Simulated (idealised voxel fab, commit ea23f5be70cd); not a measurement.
The process module presented herein is designated voxel fin reveal.
cross-section cut | 175 nm wide | cells 5 nm
Cross-section spec: square-cell grid; bands listed top down; each band is one or more rows.
Within each band entry, the heights of the top and of the bottom of the band appear first, in that order and in nm; the materials of the band then follow from left to right, each with its corresponding width in nm. The designation "throughout" on a single material indicates that it fills the band from edge to edge; the designation "air" indicates empty space.
Basically, 0 is our baseline, since under it the wafer straight out of the box is all one material. The bottom band has no lower end and keeps on going down, so it looks like "0 -> down".
When a width is written as two numbers, as in "30->40", the first number is the width in the top row of cells of the band and the second is the width in its bottom row, and the width changes by the same amount from each row to the next.
Step note "nothing changed" = no cross-section cell changed.
The entry titled "Closed void entries" provides the empty spaces that have no open way to the top, restricted to those of 8 cells or more. Each is presented as width x height at distance, the distance being measured from the left edge, with all three in nm.
That trailing text on a step's line, after the settings, is the simulator's own remark on the step.
What "overlay nm" on a step's line means: if the step has a mask, that mask lay this far to the right of its planned place, or, when the value is negative, to the left.

**Steps in the process plan**
| 1 | op RECEIVE | material Si |
| 2 | op CONFORMAL_DEP | material SiN | thk nm 10 |
| 3 | op MASKED_ETCH | tone cover | mask id FINS | width nm 15 | pitch nm 40 | etch materials SiN | depth nm 10 | overlay nm 0 |
| 4 | op MASKED_ETCH | tone cover | mask id FINS | width nm 15 | pitch nm 40 | etch materials Si | depth nm 40 | overlay nm 0 |
| 5 | op FILL_DEP | material SiO2 | thk nm 5 |
| 6 | op CMP | height nm 10 |
| 7 | op SELECTIVE_ETCH | etch materials SiO2 | depth nm 25 |
| 8 | op STRIP | etch materials SiN |
| 9 | op CONFORMAL_DEP | material HfO2 | thk nm 5 |

**Cross-section, incoming material, after step 1**
* 0 -> down | Si throughout
* Closed void entries: none

**Post-module cross-section of the first of two wafers (run per plan)**
* 5 -> 0 | air 55 nm  HfO2 25 nm  air 15 nm  HfO2 25 nm  air 55 nm
* 0 -> -10 | air 55 nm  HfO2 5 nm  Si 15 nm  HfO2 5 nm  air 15 nm  HfO2 5 nm  Si 15 nm  HfO2 5 nm  air 55 nm
* -10 -> -15 | HfO2 60 nm  Si 15 nm  HfO2 25 nm  Si 15 nm  HfO2 60 nm
* -15 -> -40 | SiO2 60 nm  Si 15 nm  SiO2 25 nm  Si 15 nm  SiO2 60 nm
* -40 -> down | Si throughout
* Closed void entries: none

**Now the second wafer, cross-sectioned at the end of the module. Nothing different at the start, nothing different in the plan compared with the first, just one mistake when it was actually run**
* 0 -> -15 | air 60 nm  Si 15 nm  air 25 nm  Si 15 nm  air 60 nm
* -15 -> -40 | SiO2 60 nm  Si 15 nm  SiO2 25 nm  Si 15 nm  SiO2 60 nm
* -40 -> down | Si throughout
* Closed void entries: none
Deviation from plan: it should be noted that step 9 of the plan was omitted and was not performed
End check, counted in cells, second wafer has more or fewer of these materials than the first: 47 fewer of HfO2
